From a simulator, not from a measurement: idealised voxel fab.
The following process module bears the name voxel wiring stack.
The figure presents cross-section cut, which has a width of 215 nm and is divided into square cells with an edge length of 5 nm.
Cross-section = grid of square cells, listed top down in bands; band = one or more rows.
First you get the band's top height and its bottom height, in nm, and then the materials it's made of, left to right, with each width in nm. If you see a single material with "all across", that one covers the band edge to edge. "blank" is empty space.
Measure heights from 0. That's the level where, below it, the as-received wafer is all one material. The lowest band is bottomless and extends downward; write it as in "0 and below".
A two-number width, for instance "30 to 40", indicates that the width is equal to the first number in the top row of the band and to the second number in the bottom row, and that it changes by a constant amount per row of cells.
"nothing got changed" for a step: no cell of the cross-section changed in that step.
Entry "Closed empty spaces" = empty spaces >= 8 cells with no open way to the top; each as width x height at distance, distance from left edge, all nm.
What comes after the settings on a step's line is commentary from the simulator itself on that step.
When a step includes a mask, the "overlay nm" setting on its line states how far to the right of its planned place that mask lay, and negative values state how far to the left.
Listed below are the process steps as planned
step 1: op RECEIVE | material Si
step 2: op CONFORMAL_DEP | material SiO2 | thk nm 15
step 3: op DIRECTIONAL_DEP | material TiN | thk nm 5
step 4: op DIRECTIONAL_DEP | material W | thk nm 25
step 5: op MASKED_ETCH | tone cover | mask id METAL_1 | width nm 25 | pitch nm 50 | etch materials W | depth nm 25 | overlay nm 0
step 6: op MASKED_ETCH | tone cover | mask id METAL_1 | width nm 25 | pitch nm 50 | etch materials TiN | depth nm 5 | overlay nm 0
step 7: op CONFORMAL_DEP | material SiCN | thk nm 5
step 8: op FILL_DEP | material lowk | thk nm 10
step 9: op CMP | height nm 45
step 10: op CONFORMAL_DEP | material SiCN | thk nm 5
step 11: op DIRECTIONAL_DEP | material lowk | thk nm 10
step 12: op DIRECTIONAL_DEP | material aC | thk nm 15
step 13: op PATTERN | tone open | mask id PLUG_1 | material resist | width nm 15 | pitch nm 50 | thk nm 35 | overlay nm 0
step 14: op DIRECTIONAL_ETCH | etch materials aC | depth nm 15
step 15: op STRIP | etch materials resist
step 16: op DIRECTIONAL_ETCH | etch materials lowk | depth nm 10
step 17: op DIRECTIONAL_ETCH | etch materials SiCN | depth nm 5
step 18: op STRIP | etch materials aC
step 19: op CONFORMAL_DEP | material TiN | thk nm 5
step 20: op FILL_DEP | material W | thk nm 5
step 21: op CMP | height nm 60
step 22: op DIRECTIONAL_DEP | material TiN | thk nm 5
step 23: op DIRECTIONAL_DEP | material W | thk nm 15
step 24: op MASKED_ETCH | tone cover | mask id METAL_2 | width nm 25 | pitch nm 50 | etch materials W | depth nm 15 | overlay nm 0
step 25: op MASKED_ETCH | tone cover | mask id METAL_2 | width nm 25 | pitch nm 50 | etch materials TiN | depth nm 5 | overlay nm 0
step 26: op CONFORMAL_DEP | material SiN | thk nm 5
step 27: op FILL_DEP | material SiO2 | thk nm 5
step 28: op CMP | height nm 80
step 29: op CONFORMAL_DEP | material SiCN | thk nm 5
step 30: op DIRECTIONAL_DEP | material SiO2 | thk nm 25
step 31: op DIRECTIONAL_DEP | material aC | thk nm 15
step 32: op PATTERN | tone open | mask id METAL_3 | material resist | width nm 25 | pitch nm 50 | thk nm 30 | overlay nm 0
step 33: op DIRECTIONAL_ETCH | etch materials aC | depth nm 15
step 34: op STRIP | etch materials resist
step 35: op DIRECTIONAL_ETCH | etch materials SiO2 | depth nm 15
step 36: op STRIP | etch materials aC
step 37: op PATTERN | tone open | mask id METAL_3_HOLES | material resist | width nm 15 | thk nm 20 | overlay nm 0
step 38: op DIRECTIONAL_ETCH | etch materials SiO2 | depth nm 10
step 39: op DIRECTIONAL_ETCH | etch materials SiCN | depth nm 5
step 40: op STRIP | etch materials resist
step 41: op CONFORMAL_DEP | material TiN | thk nm 5
step 42: op FILL_DEP | material Ru | thk nm 10
step 43: op CMP | height nm 110
step 44: op CONFORMAL_DEP | material SiN | thk nm 5
Of two wafers, the first: run according to plan
Received-state cross-section, reflecting completion of step 1
  0 and below: Si all across
  Closed empty spaces: none
Take a look at the wafer's cross-section after step 2
  15 down to 0: SiO2 all across
  At heights below 0, the structure remains unaltered.
Take a look at the wafer's cross-section after step 3
  20 down to 15: TiN all across
  At heights below 15, the structure remains unaltered.
Take a look at the wafer's cross-section after step 4
  45 down to 20: W all across
  At heights below 20, the structure remains unaltered.
Take a look at the wafer's cross-section after step 5
  45 down to 20: blank 70 nm  W 25 nm  blank 25 nm  W 25 nm  blank 70 nm
  At heights below 20, the structure remains unaltered.
Take a look at the wafer's cross-section after step 6
  45 down to 20: blank 70 nm  W 25 nm  blank 25 nm  W 25 nm  blank 70 nm
  20 down to 15: blank 70 nm  TiN 25 nm  blank 25 nm  TiN 25 nm  blank 70 nm
  At heights below 15, the structure remains unaltered.
Take a look at the wafer's cross-section after step 7
  50 down to 45: blank 65 nm  SiCN 35 nm  blank 15 nm  SiCN 35 nm  blank 65 nm
  45 down to 20: blank 65 nm  SiCN 5 nm  W 25 nm  SiCN 5 nm  blank 15 nm  SiCN 5 nm  W 25 nm  SiCN 5 nm  blank 65 nm
  20 down to 15: SiCN 70 nm  TiN 25 nm  SiCN 25 nm  TiN 25 nm  SiCN 70 nm
  At heights below 15, the structure remains unaltered.
Take a look at the wafer's cross-section after step 8
  60 down to 50: lowk all across
  50 down to 45: lowk 65 nm  SiCN 35 nm  lowk 15 nm  SiCN 35 nm  lowk 65 nm
  45 down to 20: lowk 65 nm  SiCN 5 nm  W 25 nm  SiCN 5 nm  lowk 15 nm  SiCN 5 nm  W 25 nm  SiCN 5 nm  lowk 65 nm
  At heights below 20, the structure remains unaltered.
Take a look at the wafer's cross-section after step 9
  45 down to 20: lowk 65 nm  SiCN 5 nm  W 25 nm  SiCN 5 nm  lowk 15 nm  SiCN 5 nm  W 25 nm  SiCN 5 nm  lowk 65 nm
  At heights below 20, the structure remains unaltered.
Take a look at the wafer's cross-section after step 10
  50 down to 45: SiCN all across
  At heights below 45, the structure remains unaltered.
Take a look at the wafer's cross-section after step 11
  60 down to 50: lowk all across
  At heights below 50, the structure remains unaltered.
Take a look at the wafer's cross-section after step 12
  75 down to 60: aC all across
  At heights below 60, the structure remains unaltered.
Take a look at the wafer's cross-section after step 13
  110 down to 75: resist 70 nm  blank 15 nm  resist 35 nm  blank 15 nm  resist 80 nm
  At heights below 75, the structure remains unaltered.
Take a look at the wafer's cross-section after step 14
  95 down to 75: resist 70 nm  blank 15 nm  resist 35 nm  blank 15 nm  resist 80 nm
  75 down to 60: aC 70 nm  blank 15 nm  aC 35 nm  blank 15 nm  aC 80 nm
  At heights below 60, the structure remains unaltered.
Take a look at the wafer's cross-section after step 15
  75 down to 60: aC 70 nm  blank 15 nm  aC 35 nm  blank 15 nm  aC 80 nm
  At heights below 60, the structure remains unaltered.
Take a look at the wafer's cross-section after step 16
  75 down to 60: aC 70 nm  blank 15 nm  aC 35 nm  blank 15 nm  aC 80 nm
  60 down to 50: lowk 70 nm  blank 15 nm  lowk 35 nm  blank 15 nm  lowk 80 nm
  At heights below 50, the structure remains unaltered.
Take a look at the wafer's cross-section after step 17
  75 down to 60: aC 70 nm  blank 15 nm  aC 35 nm  blank 15 nm  aC 80 nm
  60 down to 50: lowk 70 nm  blank 15 nm  lowk 35 nm  blank 15 nm  lowk 80 nm
  50 down to 45: SiCN 70 nm  blank 15 nm  SiCN 35 nm  blank 15 nm  SiCN 80 nm
  At heights below 45, the structure remains unaltered.
Take a look at the wafer's cross-section after step 18
  60 down to 50: lowk 70 nm  blank 15 nm  lowk 35 nm  blank 15 nm  lowk 80 nm
  At heights below 50, the structure remains unaltered.
Take a look at the wafer's cross-section after step 19
  65 down to 60: TiN 75 nm  blank 5 nm  TiN 45 nm  blank 5 nm  TiN 85 nm
  60 down to 50: lowk 70 nm  TiN 5 nm  blank 5 nm  TiN 5 nm  lowk 35 nm  TiN 5 nm  blank 5 nm  TiN 5 nm  lowk 80 nm
  50 down to 45: SiCN 70 nm  TiN 15 nm  SiCN 35 nm  TiN 15 nm  SiCN 80 nm
  At heights below 45, the structure remains unaltered.
Take a look at the wafer's cross-section after step 20
  70 down to 65: W all across
  65 down to 60: TiN 75 nm  W 5 nm  TiN 45 nm  W 5 nm  TiN 85 nm
  60 down to 50: lowk 70 nm  TiN 5 nm  W 5 nm  TiN 5 nm  lowk 35 nm  TiN 5 nm  W 5 nm  TiN 5 nm  lowk 80 nm
  At heights below 50, the structure remains unaltered.
Take a look at the wafer's cross-section after step 21
  60 down to 50: lowk 70 nm  TiN 5 nm  W 5 nm  TiN 5 nm  lowk 35 nm  TiN 5 nm  W 5 nm  TiN 5 nm  lowk 80 nm
  At heights below 50, the structure remains unaltered.
Take a look at the wafer's cross-section after step 22
  65 down to 60: TiN all across
  At heights below 60, the structure remains unaltered.
Take a look at the wafer's cross-section after step 23
  80 down to 65: W all across
  At heights below 65, the structure remains unaltered.
Take a look at the wafer's cross-section after step 24
  80 down to 65: blank 70 nm  W 25 nm  blank 25 nm  W 25 nm  blank 70 nm
  At heights below 65, the structure remains unaltered.
Take a look at the wafer's cross-section after step 25
  80 down to 65: blank 70 nm  W 25 nm  blank 25 nm  W 25 nm  blank 70 nm
  65 down to 60: blank 70 nm  TiN 25 nm  blank 25 nm  TiN 25 nm  blank 70 nm
  At heights below 60, the structure remains unaltered.
Take a look at the wafer's cross-section after step 26
  85 down to 80: blank 65 nm  SiN 35 nm  blank 15 nm  SiN 35 nm  blank 65 nm
  80 down to 65: blank 65 nm  SiN 5 nm  W 25 nm  SiN 5 nm  blank 15 nm  SiN 5 nm  W 25 nm  SiN 5 nm  blank 65 nm
  65 down to 60: SiN 70 nm  TiN 25 nm  SiN 25 nm  TiN 25 nm  SiN 70 nm
  At heights below 60, the structure remains unaltered.
Take a look at the wafer's cross-section after step 27
  90 down to 85: SiO2 all across
  85 down to 80: SiO2 65 nm  SiN 35 nm  SiO2 15 nm  SiN 35 nm  SiO2 65 nm
  80 down to 65: SiO2 65 nm  SiN 5 nm  W 25 nm  SiN 5 nm  SiO2 15 nm  SiN 5 nm  W 25 nm  SiN 5 nm  SiO2 65 nm
  At heights below 65, the structure remains unaltered.
Take a look at the wafer's cross-section after step 28
  80 down to 65: SiO2 65 nm  SiN 5 nm  W 25 nm  SiN 5 nm  SiO2 15 nm  SiN 5 nm  W 25 nm  SiN 5 nm  SiO2 65 nm
  At heights below 65, the structure remains unaltered.
Take a look at the wafer's cross-section after step 29
  85 down to 80: SiCN all across
  At heights below 80, the structure remains unaltered.
Take a look at the wafer's cross-section after step 30
  110 down to 85: SiO2 all across
  At heights below 85, the structure remains unaltered.
Take a look at the wafer's cross-section after step 31
  125 down to 110: aC all across
  At heights below 110, the structure remains unaltered.
Take a look at the wafer's cross-section after step 32
  155 down to 125: resist 70 nm  blank 25 nm  resist 25 nm  blank 25 nm  resist 70 nm
  At heights below 125, the structure remains unaltered.
Take a look at the wafer's cross-section after step 33
  140 down to 125: resist 70 nm  blank 25 nm  resist 25 nm  blank 25 nm  resist 70 nm
  125 down to 110: aC 70 nm  blank 25 nm  aC 25 nm  blank 25 nm  aC 70 nm
  At heights below 110, the structure remains unaltered.
Take a look at the wafer's cross-section after step 34
  125 down to 110: aC 70 nm  blank 25 nm  aC 25 nm  blank 25 nm  aC 70 nm
  At heights below 110, the structure remains unaltered.
Take a look at the wafer's cross-section after step 35
  125 down to 110: aC 70 nm  blank 25 nm  aC 25 nm  blank 25 nm  aC 70 nm
  110 down to 95: SiO2 70 nm  blank 25 nm  SiO2 25 nm  blank 25 nm  SiO2 70 nm
  At heights below 95, the structure remains unaltered.
Take a look at the wafer's cross-section after step 36
  110 down to 95: SiO2 70 nm  blank 25 nm  SiO2 25 nm  blank 25 nm  SiO2 70 nm
  At heights below 95, the structure remains unaltered.
Take a look at the wafer's cross-section after step 37
  130 down to 110: resist 70 nm  blank 15 nm  resist 130 nm
  110 down to 95: SiO2 70 nm  blank 15 nm  resist 10 nm  SiO2 25 nm  resist 25 nm  SiO2 70 nm
  At heights below 95, the structure remains unaltered.
Take a look at the wafer's cross-section after step 38
  130 down to 110: resist 70 nm  blank 15 nm  resist 130 nm
  110 down to 95: SiO2 70 nm  blank 15 nm  resist 10 nm  SiO2 25 nm  resist 25 nm  SiO2 70 nm
  95 down to 85: SiO2 70 nm  blank 15 nm  SiO2 130 nm
  At heights below 85, the structure remains unaltered.
Take a look at the wafer's cross-section after step 39
  130 down to 110: resist 70 nm  blank 15 nm  resist 130 nm
  110 down to 95: SiO2 70 nm  blank 15 nm  resist 10 nm  SiO2 25 nm  resist 25 nm  SiO2 70 nm
  95 down to 85: SiO2 70 nm  blank 15 nm  SiO2 130 nm
  85 down to 80: SiCN 70 nm  blank 15 nm  SiCN 130 nm
  At heights below 80, the structure remains unaltered.
Take a look at the wafer's cross-section after step 40
  110 down to 95: SiO2 70 nm  blank 25 nm  SiO2 25 nm  blank 25 nm  SiO2 70 nm
  At heights below 95, the structure remains unaltered.
Take a look at the wafer's cross-section after step 41
  115 down to 110: TiN 75 nm  blank 15 nm  TiN 35 nm  blank 15 nm  TiN 75 nm
  110 down to 100: SiO2 70 nm  TiN 5 nm  blank 15 nm  TiN 5 nm  SiO2 25 nm  TiN 5 nm  blank 15 nm  TiN 5 nm  SiO2 70 nm
  100 down to 95: SiO2 70 nm  TiN 5 nm  blank 5 nm  TiN 15 nm  SiO2 25 nm  TiN 25 nm  SiO2 70 nm
  95 down to 85: SiO2 70 nm  TiN 5 nm  blank 5 nm  TiN 5 nm  SiO2 130 nm
  85 down to 80: SiCN 70 nm  TiN 15 nm  SiCN 130 nm
  At heights below 80, the structure remains unaltered.
Take a look at the wafer's cross-section after step 42
  125 down to 115: Ru all across
  115 down to 110: TiN 75 nm  Ru 15 nm  TiN 35 nm  Ru 15 nm  TiN 75 nm
  110 down to 100: SiO2 70 nm  TiN 5 nm  Ru 15 nm  TiN 5 nm  SiO2 25 nm  TiN 5 nm  Ru 15 nm  TiN 5 nm  SiO2 70 nm
  100 down to 95: SiO2 70 nm  TiN 5 nm  Ru 5 nm  TiN 15 nm  SiO2 25 nm  TiN 25 nm  SiO2 70 nm
  95 down to 85: SiO2 70 nm  TiN 5 nm  Ru 5 nm  TiN 5 nm  SiO2 130 nm
  At heights below 85, the structure remains unaltered.
Take a look at the wafer's cross-section after step 43
  110 down to 100: SiO2 70 nm  TiN 5 nm  Ru 15 nm  TiN 5 nm  SiO2 25 nm  TiN 5 nm  Ru 15 nm  TiN 5 nm  SiO2 70 nm
  At heights below 100, the structure remains unaltered.
Take a look at the wafer's cross-section after step 44
  115 down to 110: SiN all across
  At heights below 110, the structure remains unaltered.
The second wafer: identical to the first at the outset and in its planned sequence, differing only in that one mistake was made during processing; up to and including step 1, its path is the first wafer's path
Second wafer, section view, time point: scheduled end of step 2: nothing got changed
Second wafer, section view, time point: scheduled end of step 3
  5 down to 0: TiN all across
  At heights below 0, the structure remains unaltered.
Second wafer, section view, time point: scheduled end of step 4
  30 down to 5: W all across
  At heights below 5, the structure remains unaltered.
Second wafer, section view, time point: scheduled end of step 5
  30 down to 5: blank 70 nm  W 25 nm  blank 25 nm  W 25 nm  blank 70 nm
  At heights below 5, the structure remains unaltered.
Second wafer, section view, time point: scheduled end of step 6
  30 down to 5: blank 70 nm  W 25 nm  blank 25 nm  W 25 nm  blank 70 nm
  5 down to 0: blank 70 nm  TiN 25 nm  blank 25 nm  TiN 25 nm  blank 70 nm
  At heights below 0, the structure remains unaltered.
Second wafer, section view, time point: scheduled end of step 7
  35 down to 30: blank 65 nm  SiCN 35 nm  blank 15 nm  SiCN 35 nm  blank 65 nm
  30 down to 5: blank 65 nm  SiCN 5 nm  W 25 nm  SiCN 5 nm  blank 15 nm  SiCN 5 nm  W 25 nm  SiCN 5 nm  blank 65 nm
  5 down to 0: SiCN 70 nm  TiN 25 nm  SiCN 25 nm  TiN 25 nm  SiCN 70 nm
  At heights below 0, the structure remains unaltered.
Second wafer, section view, time point: scheduled end of step 8
  45 down to 35: lowk all across
  35 down to 30: lowk 65 nm  SiCN 35 nm  lowk 15 nm  SiCN 35 nm  lowk 65 nm
  30 down to 5: lowk 65 nm  SiCN 5 nm  W 25 nm  SiCN 5 nm  lowk 15 nm  SiCN 5 nm  W 25 nm  SiCN 5 nm  lowk 65 nm
  At heights below 5, the structure remains unaltered.
Second wafer, section view, time point: scheduled end of step 9: nothing got changed
Second wafer, section view, time point: scheduled end of step 10
  50 down to 45: SiCN all across
  At heights below 45, the structure remains unaltered.
Second wafer, section view, time point: scheduled end of step 11
  60 down to 50: lowk all across
  At heights below 50, the structure remains unaltered.
Second wafer, section view, time point: scheduled end of step 12
  75 down to 60: aC all across
  At heights below 60, the structure remains unaltered.
Second wafer, section view, time point: scheduled end of step 13
  110 down to 75: resist 70 nm  blank 15 nm  resist 35 nm  blank 15 nm  resist 80 nm
  At heights below 75, the structure remains unaltered.
Second wafer, section view, time point: scheduled end of step 14
  95 down to 75: resist 70 nm  blank 15 nm  resist 35 nm  blank 15 nm  resist 80 nm
  75 down to 60: aC 70 nm  blank 15 nm  aC 35 nm  blank 15 nm  aC 80 nm
  At heights below 60, the structure remains unaltered.
Second wafer, section view, time point: scheduled end of step 15
  75 down to 60: aC 70 nm  blank 15 nm  aC 35 nm  blank 15 nm  aC 80 nm
  At heights below 60, the structure remains unaltered.
Second wafer, section view, time point: scheduled end of step 16
  75 down to 60: aC 70 nm  blank 15 nm  aC 35 nm  blank 15 nm  aC 80 nm
  60 down to 50: lowk 70 nm  blank 15 nm  lowk 35 nm  blank 15 nm  lowk 80 nm
  At heights below 50, the structure remains unaltered.
Second wafer, section view, time point: scheduled end of step 17
  75 down to 60: aC 70 nm  blank 15 nm  aC 35 nm  blank 15 nm  aC 80 nm
  60 down to 50: lowk 70 nm  blank 15 nm  lowk 35 nm  blank 15 nm  lowk 80 nm
  50 down to 45: SiCN 70 nm  blank 15 nm  SiCN 35 nm  blank 15 nm  SiCN 80 nm
  At heights below 45, the structure remains unaltered.
Second wafer, section view, time point: scheduled end of step 18
  60 down to 50: lowk 70 nm  blank 15 nm  lowk 35 nm  blank 15 nm  lowk 80 nm
  At heights below 50, the structure remains unaltered.
Second wafer, section view, time point: scheduled end of step 19
  65 down to 60: TiN 75 nm  blank 5 nm  TiN 45 nm  blank 5 nm  TiN 85 nm
  60 down to 50: lowk 70 nm  TiN 5 nm  blank 5 nm  TiN 5 nm  lowk 35 nm  TiN 5 nm  blank 5 nm  TiN 5 nm  lowk 80 nm
  50 down to 45: SiCN 70 nm  TiN 15 nm  SiCN 35 nm  TiN 15 nm  SiCN 80 nm
  At heights below 45, the structure remains unaltered.
Second wafer, section view, time point: scheduled end of step 20
  70 down to 65: W all across
  65 down to 60: TiN 75 nm  W 5 nm  TiN 45 nm  W 5 nm  TiN 85 nm
  60 down to 50: lowk 70 nm  TiN 5 nm  W 5 nm  TiN 5 nm  lowk 35 nm  TiN 5 nm  W 5 nm  TiN 5 nm  lowk 80 nm
  At heights below 50, the structure remains unaltered.
Second wafer, section view, time point: scheduled end of step 21
  60 down to 50: lowk 70 nm  TiN 5 nm  W 5 nm  TiN 5 nm  lowk 35 nm  TiN 5 nm  W 5 nm  TiN 5 nm  lowk 80 nm
  At heights below 50, the structure remains unaltered.
Second wafer, section view, time point: scheduled end of step 22
  65 down to 60: TiN all across
  At heights below 60, the structure remains unaltered.
Second wafer, section view, time point: scheduled end of step 23
  80 down to 65: W all across
  At heights below 65, the structure remains unaltered.
Second wafer, section view, time point: scheduled end of step 24
  80 down to 65: blank 70 nm  W 25 nm  blank 25 nm  W 25 nm  blank 70 nm
  At heights below 65, the structure remains unaltered.
Second wafer, section view, time point: scheduled end of step 25
  80 down to 65: blank 70 nm  W 25 nm  blank 25 nm  W 25 nm  blank 70 nm
  65 down to 60: blank 70 nm  TiN 25 nm  blank 25 nm  TiN 25 nm  blank 70 nm
  At heights below 60, the structure remains unaltered.
Second wafer, section view, time point: scheduled end of step 26
  85 down to 80: blank 65 nm  SiN 35 nm  blank 15 nm  SiN 35 nm  blank 65 nm
  80 down to 65: blank 65 nm  SiN 5 nm  W 25 nm  SiN 5 nm  blank 15 nm  SiN 5 nm  W 25 nm  SiN 5 nm  blank 65 nm
  65 down to 60: SiN 70 nm  TiN 25 nm  SiN 25 nm  TiN 25 nm  SiN 70 nm
  At heights below 60, the structure remains unaltered.
Second wafer, section view, time point: scheduled end of step 27
  90 down to 85: SiO2 all across
  85 down to 80: SiO2 65 nm  SiN 35 nm  SiO2 15 nm  SiN 35 nm  SiO2 65 nm
  80 down to 65: SiO2 65 nm  SiN 5 nm  W 25 nm  SiN 5 nm  SiO2 15 nm  SiN 5 nm  W 25 nm  SiN 5 nm  SiO2 65 nm
  At heights below 65, the structure remains unaltered.
Second wafer, section view, time point: scheduled end of step 28
  80 down to 65: SiO2 65 nm  SiN 5 nm  W 25 nm  SiN 5 nm  SiO2 15 nm  SiN 5 nm  W 25 nm  SiN 5 nm  SiO2 65 nm
  At heights below 65, the structure remains unaltered.
Second wafer, section view, time point: scheduled end of step 29
  85 down to 80: SiCN all across
  At heights below 80, the structure remains unaltered.
Second wafer, section view, time point: scheduled end of step 30
  110 down to 85: SiO2 all across
  At heights below 85, the structure remains unaltered.
Second wafer, section view, time point: scheduled end of step 31
  125 down to 110: aC all across
  At heights below 110, the structure remains unaltered.
Second wafer, section view, time point: scheduled end of step 32
  155 down to 125: resist 70 nm  blank 25 nm  resist 25 nm  blank 25 nm  resist 70 nm
  At heights below 125, the structure remains unaltered.
Second wafer, section view, time point: scheduled end of step 33
  140 down to 125: resist 70 nm  blank 25 nm  resist 25 nm  blank 25 nm  resist 70 nm
  125 down to 110: aC 70 nm  blank 25 nm  aC 25 nm  blank 25 nm  aC 70 nm
  At heights below 110, the structure remains unaltered.
Second wafer, section view, time point: scheduled end of step 34
  125 down to 110: aC 70 nm  blank 25 nm  aC 25 nm  blank 25 nm  aC 70 nm
  At heights below 110, the structure remains unaltered.
Second wafer, section view, time point: scheduled end of step 35
  125 down to 110: aC 70 nm  blank 25 nm  aC 25 nm  blank 25 nm  aC 70 nm
  110 down to 95: SiO2 70 nm  blank 25 nm  SiO2 25 nm  blank 25 nm  SiO2 70 nm
  At heights below 95, the structure remains unaltered.
Second wafer, section view, time point: scheduled end of step 36
  110 down to 95: SiO2 70 nm  blank 25 nm  SiO2 25 nm  blank 25 nm  SiO2 70 nm
  At heights below 95, the structure remains unaltered.
Second wafer, section view, time point: scheduled end of step 37
  130 down to 110: resist 70 nm  blank 15 nm  resist 130 nm
  110 down to 95: SiO2 70 nm  blank 15 nm  resist 10 nm  SiO2 25 nm  resist 25 nm  SiO2 70 nm
  At heights below 95, the structure remains unaltered.
Second wafer, section view, time point: scheduled end of step 38
  130 down to 110: resist 70 nm  blank 15 nm  resist 130 nm
  110 down to 95: SiO2 70 nm  blank 15 nm  resist 10 nm  SiO2 25 nm  resist 25 nm  SiO2 70 nm
  95 down to 85: SiO2 70 nm  blank 15 nm  SiO2 130 nm
  At heights below 85, the structure remains unaltered.
Second wafer, section view, time point: scheduled end of step 39
  130 down to 110: resist 70 nm  blank 15 nm  resist 130 nm
  110 down to 95: SiO2 70 nm  blank 15 nm  resist 10 nm  SiO2 25 nm  resist 25 nm  SiO2 70 nm
  95 down to 85: SiO2 70 nm  blank 15 nm  SiO2 130 nm
  85 down to 80: SiCN 70 nm  blank 15 nm  SiCN 130 nm
  At heights below 80, the structure remains unaltered.
Second wafer, section view, time point: scheduled end of step 40
  110 down to 95: SiO2 70 nm  blank 25 nm  SiO2 25 nm  blank 25 nm  SiO2 70 nm
  At heights below 95, the structure remains unaltered.
Second wafer, section view, time point: scheduled end of step 41
  115 down to 110: TiN 75 nm  blank 15 nm  TiN 35 nm  blank 15 nm  TiN 75 nm
  110 down to 100: SiO2 70 nm  TiN 5 nm  blank 15 nm  TiN 5 nm  SiO2 25 nm  TiN 5 nm  blank 15 nm  TiN 5 nm  SiO2 70 nm
  100 down to 95: SiO2 70 nm  TiN 5 nm  blank 5 nm  TiN 15 nm  SiO2 25 nm  TiN 25 nm  SiO2 70 nm
  95 down to 85: SiO2 70 nm  TiN 5 nm  blank 5 nm  TiN 5 nm  SiO2 130 nm
  85 down to 80: SiCN 70 nm  TiN 15 nm  SiCN 130 nm
  At heights below 80, the structure remains unaltered.
Second wafer, section view, time point: scheduled end of step 42
  125 down to 115: Ru all across
  115 down to 110: TiN 75 nm  Ru 15 nm  TiN 35 nm  Ru 15 nm  TiN 75 nm
  110 down to 100: SiO2 70 nm  TiN 5 nm  Ru 15 nm  TiN 5 nm  SiO2 25 nm  TiN 5 nm  Ru 15 nm  TiN 5 nm  SiO2 70 nm
  100 down to 95: SiO2 70 nm  TiN 5 nm  Ru 5 nm  TiN 15 nm  SiO2 25 nm  TiN 25 nm  SiO2 70 nm
  95 down to 85: SiO2 70 nm  TiN 5 nm  Ru 5 nm  TiN 5 nm  SiO2 130 nm
  At heights below 85, the structure remains unaltered.
Second wafer, section view, time point: scheduled end of step 43
  110 down to 100: SiO2 70 nm  TiN 5 nm  Ru 15 nm  TiN 5 nm  SiO2 25 nm  TiN 5 nm  Ru 15 nm  TiN 5 nm  SiO2 70 nm
  At heights below 100, the structure remains unaltered.
Second wafer, section view, time point: scheduled end of step 44
  115 down to 110: SiN all across
  At heights below 110, the structure remains unaltered.
It is concluded that the wafer was processed incorrectly with respect to the plan, in that step 2 of the plan: omitted, not performed
The closing comparison, in cells, has the second wafer with more or fewer of some materials than the first: SiCN: 14 more, SiO2: 129 fewer, lowk: 115 more
